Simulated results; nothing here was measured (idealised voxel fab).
A process module follows: voxel double patterning.
Square cell edge 5 nm, section width 200 nm, ID cut.
The cross-sections in this document take the form of a grid made of square cells. They are written out as bands, in order from top to bottom. Each band consists of one or more rows of cells.
This entry defines a band. It first specifies the height of the band's top and the height of its bottom in nm, and then specifies the band's materials from left to right, stating each material with its width in nm. The word "all across" identifies a single material that fills the band from edge to edge, while the word "empty" identifies empty space.
Heads up on the height convention: 0 is the point under which the incoming wafer is all one material, and the lowest band has no bottom, it just keeps going down, like "0 down".
When a width is written as two numbers, as in "30 to 40", the first number is the width in the top row of cells of the band and the second is the width in its bottom row, and the width changes by the same amount from each row to the next.
Where the words "nothing altered" appear for a step, the cross-section shows no cell changed by that step; every cell remained as before.
Enclosed voids (no open way to top), threshold 8 cells or more, entry "Unvented internal voids", notation width x height at distance, distance from left edge, nm.
The remark found on a step's line after its settings is issued by the simulator itself and pertains to that step.
Each step line may optionally specify "overlay nm", which for a step with a mask gives the rightward distance between the mask's planned place and where it lay, a negative value indicating the leftward direction.

# plan
1: RECEIVE,material Si
2: CONFORMAL_DEP,material SiO2,thk nm 10
3: DIRECTIONAL_DEP,material W,thk nm 20
4: DIRECTIONAL_DEP,material SiN,thk nm 5
5: PATTERN,tone open,mask id FIRST,material resist,width nm 15,pitch nm 50,thk nm 20,overlay nm 0
6: DIRECTIONAL_ETCH,etch materials SiN,depth nm 5
7: STRIP,etch materials resist
8: PATTERN,tone open,mask id SECOND,material resist,width nm 15,pitch nm 50,thk nm 15,overlay nm 0
9: DIRECTIONAL_ETCH,etch materials SiN,depth nm 5
10: STRIP,etch materials resist
11: DIRECTIONAL_ETCH,etch materials W,depth nm 20
12: STRIP,etch materials SiN

# The first wafer of two, processed as planned

# The cross-section here shows the wafer as received, i.e. in its state after step 1
0 down  Si all across
Unvented internal voids: none

# Sectional view: wafer, after step 2
10 to 0  SiO2 all across
Whatever lies below 0 is exactly as it was before.

# Sectional view: wafer, after step 3
30 to 10  W all across
Whatever lies below 10 is exactly as it was before.

# Sectional view: wafer, after step 4
35 to 30  SiN all across
Whatever lies below 30 is exactly as it was before.

# Sectional view: wafer, after step 5
55 to 35  resist=40  empty=15  resist=35  empty=15  resist=35  empty=15  resist=45
Whatever lies below 35 is exactly as it was before.

# Sectional view: wafer, after step 6
55 to 35  resist=40  empty=15  resist=35  empty=15  resist=35  empty=15  resist=45
35 to 30  SiN=40  empty=15  SiN=35  empty=15  SiN=35  empty=15  SiN=45
Whatever lies below 30 is exactly as it was before.

# Sectional view: wafer, after step 7
35 to 30  SiN=40  empty=15  SiN=35  empty=15  SiN=35  empty=15  SiN=45
Whatever lies below 30 is exactly as it was before.

# Sectional view: wafer, after step 8
50 to 35  resist=65  empty=15  resist=35  empty=15  resist=70
35 to 30  SiN=40  resist=15  SiN=35  resist=15  SiN=35  resist=15  SiN=45
Whatever lies below 30 is exactly as it was before.

# Sectional view: wafer, after step 9
50 to 35  resist=65  empty=15  resist=35  empty=15  resist=70
35 to 30  SiN=40  resist=15  SiN=10  empty=15  SiN=10  resist=15  SiN=10  empty=15  SiN=10  resist=15  SiN=45
Whatever lies below 30 is exactly as it was before.

# Sectional view: wafer, after step 10
35 to 30  SiN=40  empty=15  SiN=10  empty=15  SiN=10  empty=15  SiN=10  empty=15  SiN=10  empty=15  SiN=45
Whatever lies below 30 is exactly as it was before.

# Sectional view: wafer, after step 11
35 to 30  SiN=40  empty=15  SiN=10  empty=15  SiN=10  empty=15  SiN=10  empty=15  SiN=10  empty=15  SiN=45
30 to 10  W=40  empty=15  W=10  empty=15  W=10  empty=15  W=10  empty=15  W=10  empty=15  W=45
Whatever lies below 10 is exactly as it was before.

# Sectional view: wafer, after step 12
30 to 10  W=40  empty=15  W=10  empty=15  W=10  empty=15  W=10  empty=15  W=10  empty=15  W=45
Whatever lies below 10 is exactly as it was before.

# It is to be noted that the second wafer proceeded from the same initial state and according to the same plan as the first, although one mistake was committed in its execution; through step 11, inclusive, the two wafers share an identical history

At the planned end of step 12, the second wafer in cross-section: nothing altered
Diagnosis: execution of step 12 of the plan did not take place, the step having been omitted
Upon completion, the second wafer contains, in terms of cells, a greater or smaller amount of certain materials than the first wafer: SiN +25
